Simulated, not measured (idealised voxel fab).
You're looking at the process module voxel wiring stack.
Square cell edge 5 nm, section width 285 nm, ID cut.
For the purposes of this document, a cross-section shall be understood as a grid of square cells, specified as bands listed in top-to-bottom order, each band consisting of one or more rows of cells. Band: top height; bottom height; in nm. Then, left to right: material with width in nm, for each material. "throughout": a single material spanning edge to edge. "empty": empty space. A quick word on heights: they are counted from 0, and under that level the wafer as it came to us is one material throughout. The lowest band is different from the rest in having no bottom; it simply continues downward, written as in "0 and below". Graded width ("30..40"): value in top row of band = first number; value in bottom row = second number; row-to-row change constant. Key: "nothing changed" - step with no changed cell in the cross-section. If an empty space has no open way to the top and is at least 8 cells in size, "Enclosed void inventory" lists it, written width x height at distance, where distance is measured from the left edge and every value is in nm. That trailing text on a step's line, after the settings, is the simulator's own remark on the step. The "overlay nm" setting may appear on a step's line; for a step that uses a mask, it gives how far to the right of its planned position the mask lay, and a negative value indicates the left.
### Here's what the planned process steps look like
1: op RECEIVE | material Si
2: op CONFORMAL_DEP | material SiO2 | thk nm 15
3: op CONFORMAL_DEP | material SiN | thk nm 5
4: op DIRECTIONAL_DEP | material SiO2 | thk nm 20
5: op DIRECTIONAL_DEP | material aC | thk nm 15
6: op PATTERN | tone open | mask id METAL_1 | material resist | width nm 25 | pitch nm 50 | thk nm 35 | overlay nm 0
7: op DIRECTIONAL_ETCH | etch materials aC | depth nm 15
8: op STRIP | etch materials resist
9: op DIRECTIONAL_ETCH | etch materials SiO2 | depth nm 20
10: op DIRECTIONAL_ETCH | etch materials SiN | depth nm 5
11: op STRIP | etch materials aC
12: op CONFORMAL_DEP | material TiN | thk nm 5
13: op FILL_DEP | material W | thk nm 5
14: op CMP | height nm 40
15: op EPI | material Ru | thk nm 5
16: op FILL_DEP | material SiCN | thk nm 5
17: op DIRECTIONAL_DEP | material SiO2 | thk nm 15
18: op PATTERN | tone open | mask id PLUG_1 | material resist | width nm 15 | pitch nm 50 | thk nm 20 | overlay nm 0
19: op DIRECTIONAL_ETCH | etch materials SiO2 | depth nm 15
20: op DIRECTIONAL_ETCH | etch materials SiCN | depth nm 5
21: op STRIP | etch materials resist
22: op CONFORMAL_DEP | material TiN | thk nm 5
23: op FILL_DEP | material Ru | thk nm 10
24: op CMP | height nm 65
25: op CONFORMAL_DEP | material SiN | thk nm 5
26: op DIRECTIONAL_DEP | material lowk | thk nm 20
27: op MASKED_ETCH | tone open | mask id METAL_2 | width nm 25 | pitch nm 50 | etch materials lowk | depth nm 20 | overlay nm 0
28: op MASKED_ETCH | tone open | mask id METAL_2 | width nm 25 | pitch nm 50 | etch materials SiN | depth nm 5 | overlay nm 0
29: op CONFORMAL_DEP | material TiN | thk nm 5
30: op FILL_DEP | material Cu | thk nm 5
31: op CMP | height nm 90
32: op CONFORMAL_DEP | material SiCN | thk nm 5
### As received (post step 1): cross-section
> 0 and below = Si throughout
> Enclosed void inventory: none
### Cross-sectional view of the first of the two wafers upon completion of the module, processed in accordance with the plan
> 95 down to 90 = SiCN throughout
> 90 down to 70 = lowk (80) | TiN (5) | Cu (15) | TiN (5) | lowk (25) | TiN (5) | Cu (15) | TiN (5) | lowk (25) | TiN (5) | Cu (15) | TiN (5) | lowk (80)
> 70 down to 65 = SiN (80) | TiN (25) | SiN (25) | TiN (25) | SiN (25) | TiN (25) | SiN (80)
> 65 down to 50 = SiO2 (80) | TiN (5) | Ru (5) | TiN (5) | SiO2 (35) | TiN (5) | Ru (5) | TiN (5) | SiO2 (35) | TiN (5) | Ru (5) | TiN (5) | SiO2 (90)
> 50 down to 45 = SiCN (80) | TiN (15) | SiCN (35) | TiN (15) | SiCN (35) | TiN (15) | SiCN (90)
> 45 down to 40 = SiCN (75) | Ru (35) | SiCN (15) | Ru (35) | SiCN (15) | Ru (35) | SiCN (75)
> 40 down to 20 = SiO2 (80) | TiN (5) | W (15) | TiN (5) | SiO2 (25) | TiN (5) | W (15) | TiN (5) | SiO2 (25) | TiN (5) | W (15) | TiN (5) | SiO2 (80)
> 20 down to 15 = SiN (80) | TiN (25) | SiN (25) | TiN (25) | SiN (25) | TiN (25) | SiN (80)
> 15 down to 0 = SiO2 throughout
> 0 and below = Si throughout
> Enclosed void inventory: none
### Cross-sectional image of the second wafer of the two following completion of the module. Starting state and process plan were the same as for the first wafer; one execution error occurred
> 95 down to 90 = SiCN throughout
> 90 down to 75 = lowk (80) | TiN (5) | Cu (15) | TiN (5) | lowk (25) | TiN (5) | Cu (15) | TiN (5) | lowk (25) | TiN (5) | Cu (15) | TiN (5) | lowk (80)
> 75 down to 70 = lowk (80) | TiN (5) | Cu (10) | TiN (10) | lowk (25) | TiN (5) | Cu (10) | TiN (10) | lowk (25) | TiN (5) | Cu (10) | TiN (10) | lowk (80)
> 70 down to 65 = SiN (80) | TiN (20) | SiN (30) | TiN (20) | SiN (30) | TiN (20) | SiN (85)
> 65 down to 50 = SiO2 (80) | TiN (5) | Ru (5) | TiN (5) | SiO2 (35) | TiN (5) | Ru (5) | TiN (5) | SiO2 (35) | TiN (5) | Ru (5) | TiN (5) | SiO2 (90)
> 50 down to 45 = SiCN (80) | TiN (15) | SiCN (35) | TiN (15) | SiCN (35) | TiN (15) | SiCN (90)
> 45 down to 40 = SiCN (75) | Ru (35) | SiCN (15) | Ru (35) | SiCN (15) | Ru (35) | SiCN (75)
> 40 down to 20 = SiO2 (80) | TiN (5) | W (15) | TiN (5) | SiO2 (25) | TiN (5) | W (15) | TiN (5) | SiO2 (25) | TiN (5) | W (15) | TiN (5) | SiO2 (80)
> 20 down to 15 = SiN (80) | TiN (25) | SiN (25) | TiN (25) | SiN (25) | TiN (25) | SiN (80)
> 15 down to 0 = SiO2 throughout
> 0 and below = Si throughout
> Enclosed void inventory: none
Run error: step 28, actual vs plan mismatch, actual run op MASKED_ETCH | tone open | mask id METAL_2 | width nm 25 | pitch nm 50 | etch materials SiN | depth nm 5 | overlay nm -5
FYI, end of process, the second wafer has more or fewer cells of some materials than the first: -3 Cu, +3 SiN
